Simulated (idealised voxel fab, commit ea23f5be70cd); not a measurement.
The following process module bears the name voxel transistor to metal.
This is section cut - it's 170 nm across, gridded in 5 nm square cells.
How to read a cross-section here: the picture is a grid of square cells, written as bands going from the top down, and any band can span one or more rows of cells.
Heights first: top, then bottom, in nm. Then materials, left to right, each with a width in nm. "all across" on a single material: fills the band edge to edge. "blank": empty space.
Height datum 0, below which the as-received substrate wafer is one material. Lowest band open at the bottom, running downward: "from 0 down".
A two-number width, for instance "30->40", indicates that the width is equal to the first number in the top row of the band and to the second number in the bottom row, and that it changes by a constant amount per row of cells.
The designation "remained the same", where it is given for a processing step, indicates that no cell of the cross-section was altered in the course of that step.
Empty spaces without an open route to the top, at least 8 cells in extent, make up the entry "Sealed internal cavities"; each is given as width x height at distance, where the distance is measured from the left edge, and all are in nm.
Note: text after step settings on the step line = simulator remark on that step.
The "overlay nm" setting may appear on a step's line; for a step that uses a mask, it gives how far to the right of its planned position the mask lay, and a negative value indicates the left.

## Process steps (planned)
1: RECEIVE, material Si
2: CONFORMAL_DEP, material SiO2, thk nm 5
3: CONFORMAL_DEP, material SiN, thk nm 15
4: MASKED_ETCH, tone cover, mask id ACTIVE, width nm 95, etch materials SiN, depth nm 15, overlay nm 0
5: MASKED_ETCH, tone cover, mask id ACTIVE, width nm 95, etch materials SiO2, depth nm 5, overlay nm 0
6: MASKED_ETCH, tone cover, mask id ACTIVE, width nm 95, etch materials Si, depth nm 20, overlay nm 0
7: OXIDIZE, depth nm 5
8: FILL_DEP, material SiO2, thk nm 15
9: CMP, height nm 20
10: SELECTIVE_ETCH, etch materials SiO2, depth nm 10
11: STRIP, etch materials SiN
12: SELECTIVE_ETCH, etch materials SiO2, depth nm 5
13: OXIDIZE, depth nm 5
14: DIRECTIONAL_DEP, material polySi, thk nm 30
15: DIRECTIONAL_DEP, material SiCN, thk nm 10
16: PATTERN, tone cover, mask id GATE, material resist, width nm 15, thk nm 20, overlay nm 0
17: DIRECTIONAL_ETCH, etch materials SiCN, depth nm 20
18: DIRECTIONAL_ETCH, etch materials polySi, depth nm 40
19: STRIP, etch materials resist
20: CONFORMAL_DEP, material SiN, thk nm 10
21: DIRECTIONAL_ETCH, etch materials SiN, depth nm 10
22: DIRECTIONAL_ETCH, etch materials SiO2, depth nm 5
23: DIRECTIONAL_ETCH, etch materials Si, depth nm 5
24: EPI, material pSi, thk nm 10
25: FILL_DEP, material SiO2, thk nm 5
26: CMP, height nm 40
27: DIRECTIONAL_DEP, material SiO2, thk nm 15
28: MASKED_ETCH, tone open, mask id CONTACT, width nm 15, pitch nm 60, etch materials SiO2, depth nm 55, overlay nm 0
29: CONFORMAL_DEP, material TiN, thk nm 5
30: FILL_DEP, material Ru, thk nm 10
31: CMP, height nm 55
32: CONFORMAL_DEP, material SiN, thk nm 5
33: DIRECTIONAL_DEP, material SiO2, thk nm 25
34: PATTERN, tone open, mask id METAL_1, material resist, width nm 15, pitch nm 60, thk nm 15, overlay nm 0
35: DIRECTIONAL_ETCH, etch materials SiO2, depth nm 25
36: DIRECTIONAL_ETCH, etch materials SiN, depth nm 5
37: STRIP, etch materials resist
38: CONFORMAL_DEP, material TiN, thk nm 5
39: FILL_DEP, material Cu, thk nm 5
40: CMP, height nm 85
41: CONFORMAL_DEP, material SiCN, thk nm 5

## Step 1 complete: cross-section of the wafer as received
	from 0 down | Si all across
	Sealed internal cavities: none

## Wafer cross-section at module end: first of two, run to plan
	from 90 to 85 | SiCN all across
	from 85 to 60 | SiO2 45; TiN 5; Cu 5; TiN 5; SiO2 45; TiN 5; Cu 5; TiN 5; SiO2 50
	from 60 to 55 | SiN 45; TiN 15; SiN 45; TiN 15; SiN 50
	from 55 to 40 | SiO2 45; TiN 5; Ru 5; TiN 5; SiO2 45; TiN 5; Ru 5; TiN 5; SiO2 50
	from 40 to 30 | SiO2 45; TiN 5; Ru 5; TiN 5; SiO2 5; SiN 10; SiCN 15; SiN 10; SiO2 5; TiN 5; Ru 5; TiN 5; SiO2 50
	from 30 to 10 | SiO2 45; TiN 5; Ru 5; TiN 5; SiO2 5; SiN 10; polySi 15; SiN 10; SiO2 5; TiN 5; Ru 5; TiN 5; SiO2 50
	from 10 to 5 | SiO2 45; TiN 15; SiO2 5; SiN 10; polySi 15; SiN 10; SiO2 5; TiN 15; SiO2 50
	from 5 to 0 | SiO2 30; SiN 10; SiO2 5; TiN 10; pSi 10; SiN 10; polySi 15; SiN 10; pSi 10; TiN 10; SiO2 5; SiN 10; SiO2 35
	from 0 to -5 | SiO2 40; pSi 25; SiO2 35; pSi 25; SiO2 45
	from -5 to -10 | SiO2 40; pSi 25; Si 35; pSi 25; SiO2 45
	from -10 to -25 | SiO2 40; Si 85; SiO2 45
	from -25 down | Si all across
	Sealed internal cavities: none

## This is the second of the two wafers, cross-sectioned at the end of the module; it started exactly like the first and was given the same plan, but it was run with one mistake
	from 90 to 85 | SiCN all across
	from 85 to 60 | SiO2 45; TiN 5; Cu 5; TiN 5; SiO2 45; TiN 5; Cu 5; TiN 5; SiO2 50
	from 60 to 55 | SiN 45; TiN 15; SiN 45; TiN 15; SiN 50
	from 55 to 45 | SiO2 45; TiN 5; Ru 5; TiN 5; SiO2 45; TiN 5; Ru 5; TiN 5; SiO2 50
	from 45 to 40 | SiO2 45; TiN 15; SiO2 45; TiN 15; SiO2 50
	from 40 to 35 | SiCN 75; SiN 15; SiCN 80
	from 35 to 30 | polySi 30; SiCN 45; SiN 15; SiCN 45; polySi 35
	from 30 to 5 | polySi 75; SiN 15; polySi 80
	from 5 to 0 | SiO2 30; polySi 45; SiN 15; polySi 45; SiO2 35
	from 0 to -5 | SiO2 all across
	from -5 to -25 | SiO2 40; Si 85; SiO2 45
	from -25 down | Si all across
	Sealed internal cavities: none
Plan not followed: the process deviated at step 16: the operation and settings actually run there were PATTERN, tone open, mask id GATE, material resist, width nm 15, thk nm 20, overlay nm 0
Final tally in cells, some materials are higher or lower on the second wafer than on the first: -14 Ru, +10 Si, +43 SiCN, -12 SiN, -139 SiO2, -32 TiN, -24 pSi, +168 polySi
